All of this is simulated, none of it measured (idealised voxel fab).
process module | voxel wiring stack
cross-section cut | 205 nm wide | cells 5 nm
A cross-section is a grid of square cells, given in bands from the top down. A band is one or more rows of cells.
Each band's line starts with the height of the band's top and of its bottom, in nm. Then come its materials from left to right, each with its width in nm. One material with "throughout" fills the band from edge to edge. "air" is empty space.
Height 0 is the level under which the wafer as received is all one material. The lowest band goes on downwards, as in "0 down".
A width such as "30 to 40" changes by the same amount from each row of cells to the next, from the band's top row to its bottom row.
"no change" after a step means that no cell of the cross-section changed.
closed voids: empty space of 8 cells or more with no open way to the top, each as width x height at its distance from the left edge, in nm
after a step's settings: what the simulator itself notes on the step
overlay nm, on a step with a mask: how far to the right of its planned place the mask lay; to the left if negative
plan
1 op RECEIVE | material Si
2 op CONFORMAL_DEP | material SiO2 | thk nm 10
3 op CONFORMAL_DEP | material SiCN | thk nm 5
4 op DIRECTIONAL_DEP | material SiO2 | thk nm 25
5 op PATTERN | tone open | mask id METAL_1 | material resist | width nm 25 | pitch nm 40 | thk nm 15 | overlay nm 0
6 op DIRECTIONAL_ETCH | etch materials SiO2 | depth nm 25
7 op DIRECTIONAL_ETCH | etch materials SiCN | depth nm 5
8 op STRIP | etch materials resist
9 op CONFORMAL_DEP | material TiN | thk nm 5
10 op FILL_DEP | material Cu | thk nm 5
11 op CMP | height nm 40
12 op EPI | material Ru | thk nm 5
13 op FILL_DEP | material SiCN | thk nm 5
14 op DIRECTIONAL_DEP | material SiO2 | thk nm 10
15 op MASKED_ETCH | tone open | mask id PLUG_1 | width nm 15 | pitch nm 40 | etch materials SiO2 | depth nm 10 | overlay nm 0
16 op MASKED_ETCH | tone open | mask id PLUG_1 | width nm 15 | pitch nm 40 | etch materials SiCN | depth nm 5 | overlay nm 0
17 op EPI | material Ru | thk nm 10
18 op EPI | material Ru | thk nm 5
19 op CONFORMAL_DEP | material SiN | thk nm 5
20 op DIRECTIONAL_DEP | material SiO2 | thk nm 25
21 op MASKED_ETCH | tone open | mask id METAL_2 | width nm 25 | pitch nm 40 | etch materials SiO2 | depth nm 25 | overlay nm 0
22 op MASKED_ETCH | tone open | mask id METAL_2 | width nm 25 | pitch nm 40 | etch materials SiN | depth nm 5 | overlay nm 0
23 op CONFORMAL_DEP | material TiN | thk nm 5
24 op FILL_DEP | material Cu | thk nm 5
25 op CMP | height nm 90
26 op CONFORMAL_DEP | material SiCN | thk nm 5
27 op DIRECTIONAL_DEP | material lowk | thk nm 15
28 op MASKED_ETCH | tone open | mask id PLUG_2 | width nm 15 | pitch nm 40 | etch materials lowk | depth nm 15 | overlay nm 0
29 op MASKED_ETCH | tone open | mask id PLUG_2 | width nm 15 | pitch nm 40 | etch materials SiCN | depth nm 5 | overlay nm 0
30 op EPI | material Ru | thk nm 10
31 op EPI | material Ru | thk nm 10
32 op CONFORMAL_DEP | material SiCN | thk nm 5
33 op DIRECTIONAL_DEP | material lowk | thk nm 20
34 op DIRECTIONAL_DEP | material aC | thk nm 15
35 op PATTERN | tone open | mask id METAL_3 | material resist | width nm 25 | pitch nm 40 | thk nm 35 | overlay nm 0
36 op DIRECTIONAL_ETCH | etch materials aC | depth nm 15
37 op STRIP | etch materials resist
38 op DIRECTIONAL_ETCH | etch materials lowk | depth nm 20
39 op DIRECTIONAL_ETCH | etch materials SiCN | depth nm 5
40 op STRIP | etch materials aC
41 op CONFORMAL_DEP | material TiN | thk nm 5
42 op FILL_DEP | material Cu | thk nm 10
43 op CMP | height nm 135
44 op CONFORMAL_DEP | material SiN | thk nm 5
as received, after step 1
  0 down: Si throughout
  closed voids: none
first wafer at the end, as planned
  140 to 135: SiN throughout
  135 to 115: lowk 30 | TiN 5 | Cu 15 | TiN 5 | lowk 15 | TiN 5 | Cu 15 | TiN 5 | lowk 15 | TiN 5 | Cu 15 | TiN 5 | lowk 15 | TiN 5 | Cu 15 | TiN 5 | lowk 30
  115 to 110: SiCN 30 | TiN 25 | SiCN 15 | TiN 25 | SiCN 15 | TiN 25 | SiCN 15 | TiN 25 | SiCN 30
  110 to 95: lowk 30 | Ru 15 | lowk 25 | Ru 15 | lowk 25 | Ru 15 | lowk 25 | Ru 15 | lowk 40
  95 to 90: SiCN 30 | Ru 15 | SiCN 25 | Ru 15 | SiCN 25 | Ru 15 | SiCN 25 | Ru 15 | SiCN 40
  90 to 65: SiO2 30 | TiN 5 | Cu 15 | TiN 5 | SiO2 15 | TiN 5 | Cu 15 | TiN 5 | SiO2 15 | TiN 5 | Cu 15 | TiN 5 | SiO2 15 | TiN 5 | Cu 15 | TiN 5 | SiO2 30
  65 to 60: SiN 30 | TiN 25 | SiN 15 | TiN 25 | SiN 15 | TiN 25 | SiN 15 | TiN 25 | SiN 30
  60 to 50: SiO2 30 | Ru 15 | SiO2 25 | Ru 15 | SiO2 25 | Ru 15 | SiO2 25 | Ru 15 | SiO2 40
  50 to 40: SiCN 30 to 25 | Ru 15 to 35 | SiCN 25 to 5 | Ru 15 to 35 | SiCN 25 to 5 | Ru 15 to 35 | SiCN 25 to 5 | Ru 15 to 35 | SiCN 40 to 25
  40 to 15: SiO2 30 | TiN 5 | Cu 15 | TiN 5 | SiO2 15 | TiN 5 | Cu 15 | TiN 5 | SiO2 15 | TiN 5 | Cu 15 | TiN 5 | SiO2 15 | TiN 5 | Cu 15 | TiN 5 | SiO2 30
  15 to 10: SiCN 30 | TiN 25 | SiCN 15 | TiN 25 | SiCN 15 | TiN 25 | SiCN 15 | TiN 25 | SiCN 30
  10 to 0: SiO2 throughout
  0 down: Si throughout
  closed voids: none
second wafer at the end: like start, like plan, one mistake
  140 to 135: SiN throughout
  135 to 115: lowk 30 | TiN 5 | Cu 15 | TiN 5 | lowk 15 | TiN 5 | Cu 15 | TiN 5 | lowk 15 | TiN 5 | Cu 15 | TiN 5 | lowk 15 | TiN 5 | Cu 15 | TiN 5 | lowk 30
  115 to 110: SiCN 30 | TiN 25 | SiCN 15 | TiN 25 | SiCN 15 | TiN 25 | SiCN 15 | TiN 25 | SiCN 30
  110 to 95: lowk 30 | Ru 15 | lowk 25 | Ru 15 | lowk 25 | Ru 15 | lowk 25 | Ru 15 | lowk 40
  95 to 90: SiCN 30 | Ru 15 | SiCN 25 | Ru 15 | SiCN 25 | Ru 15 | SiCN 25 | Ru 15 | SiCN 40
  90 to 65: SiO2 30 | TiN 5 | Cu 15 | TiN 5 | SiO2 15 | TiN 5 | Cu 15 | TiN 5 | SiO2 15 | TiN 5 | Cu 15 | TiN 5 | SiO2 15 | TiN 5 | Cu 15 | TiN 5 | SiO2 30
  65 to 60: SiN 30 | TiN 25 | SiN 15 | TiN 25 | SiN 15 | TiN 25 | SiN 15 | TiN 25 | SiN 30
  60 to 50: SiO2 30 | Ru 15 | SiO2 25 | Ru 15 | SiO2 25 | Ru 15 | SiO2 25 | Ru 15 | SiO2 40
  50 to 45: SiCN 30 | Ru 15 | SiCN 25 | Ru 15 | SiCN 25 | Ru 15 | SiCN 25 | Ru 15 | SiCN 40
  45 to 40: Ru 35 | SiCN 15 | Ru 25 | SiCN 15 | Ru 25 | SiCN 15 | Ru 25 | SiCN 15 | Ru 35
  40 to 15: Cu 25 | TiN 5 | SiO2 25 | TiN 5 | Cu 5 | TiN 5 | SiO2 25 | TiN 5 | Cu 5 | TiN 5 | SiO2 25 | TiN 5 | Cu 5 | TiN 5 | SiO2 25 | TiN 5 | Cu 25
  15 to 10: TiN 30 | SiCN 25 | TiN 15 | SiCN 25 | TiN 15 | SiCN 25 | TiN 15 | SiCN 25 | TiN 30
  10 to 0: SiO2 throughout
  0 down: Si throughout
  closed voids: none
what went wrong: step 5 ran as: op PATTERN | tone cover | mask id METAL_1 | material resist | width nm 25 | pitch nm 40 | thk nm 15 | overlay nm 0
at the end the second wafer has, in cells: 5 more of Cu | 1 more of Ru | 2 fewer of SiCN | 5 fewer of SiO2 | 1 more of TiN
